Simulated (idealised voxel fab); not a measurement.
process module | voxel tone inversion
Cross-sectional view cut (width: 255 nm; square cell size: 5 nm).
Cross-sections here: square-cell grids, written as top-down lists of bands, a band being one or more rows of cells.
It is stipulated that each band's entry specify, in nanometres, the height of the top of the band and then that of its bottom, followed by the materials of the band in left-to-right sequence, each together with its width in nanometres. A single material marked by the word "edge to edge" is understood to fill the band from edge to edge; the word "air" is understood to denote empty space.
Beneath 0, the wafer as received is one material, and that level is where height counting begins. The lowest band goes on downward without a bottom; it is written like "from 0 down".
Note: "30..40" means the width goes from the first number (top row of the band) to the second number (bottom row) in equal steps per row of cells.
When a step is marked "no change occurred", none of the cells in the cross-section changed during that step.
For the entry "Sealed-off cavities", the listed items are empty spaces with no open way to the top whose size is 8 cells or more; each item follows the pattern width x height at distance, where distance is from the left edge and all three are in nm.
Where a step's line continues beyond its settings, the continuation is a remark by the simulator itself on that step.
A step's line can hold "overlay nm"; with a mask on that step, the setting says how far right of the planned place the mask lay, while a negative setting says it lay to the left.
SET OUT BELOW ARE THE PLANNED STEPS OF THE PROCESS
1: RECEIVE: material Si
2: CONFORMAL_DEP: material SiN, thk nm 5
3: DIRECTIONAL_DEP: material aC, thk nm 25
4: PATTERN: tone cover, mask id POSTS, material resist, width nm 15, pitch nm 35, thk nm 35, overlay nm 0
5: DIRECTIONAL_ETCH: etch materials aC, depth nm 25
6: STRIP: etch materials resist
7: FILL_DEP: material lowk, thk nm 10
8: CMP: height nm 30
9: STRIP: etch materials aC
10: CONFORMAL_DEP: material TiN, thk nm 5
11: FILL_DEP: material Cu, thk nm 10
12: CMP: height nm 30
13: CONFORMAL_DEP: material SiN, thk nm 5
STEP 1 COMPLETE: CROSS-SECTION OF THE WAFER AS RECEIVED
from 0 down | Si edge to edge
Sealed-off cavities: none
HERE'S THE WAFER CUT IN CROSS-SECTION AFTER THE MODULE, STARTED AND PLANNED JUST LIKE ABOVE, EXCEPT ONE THING WAS DONE WRONG IN THE RUN
from 35 to 25 | SiN edge to edge
from 25 to 0 | aC edge to edge
from 0 down | Si edge to edge
Sealed-off cavities: none
Plan not followed: the processing plan was not followed for steps 2 and 3, which were run with their positions exchanged
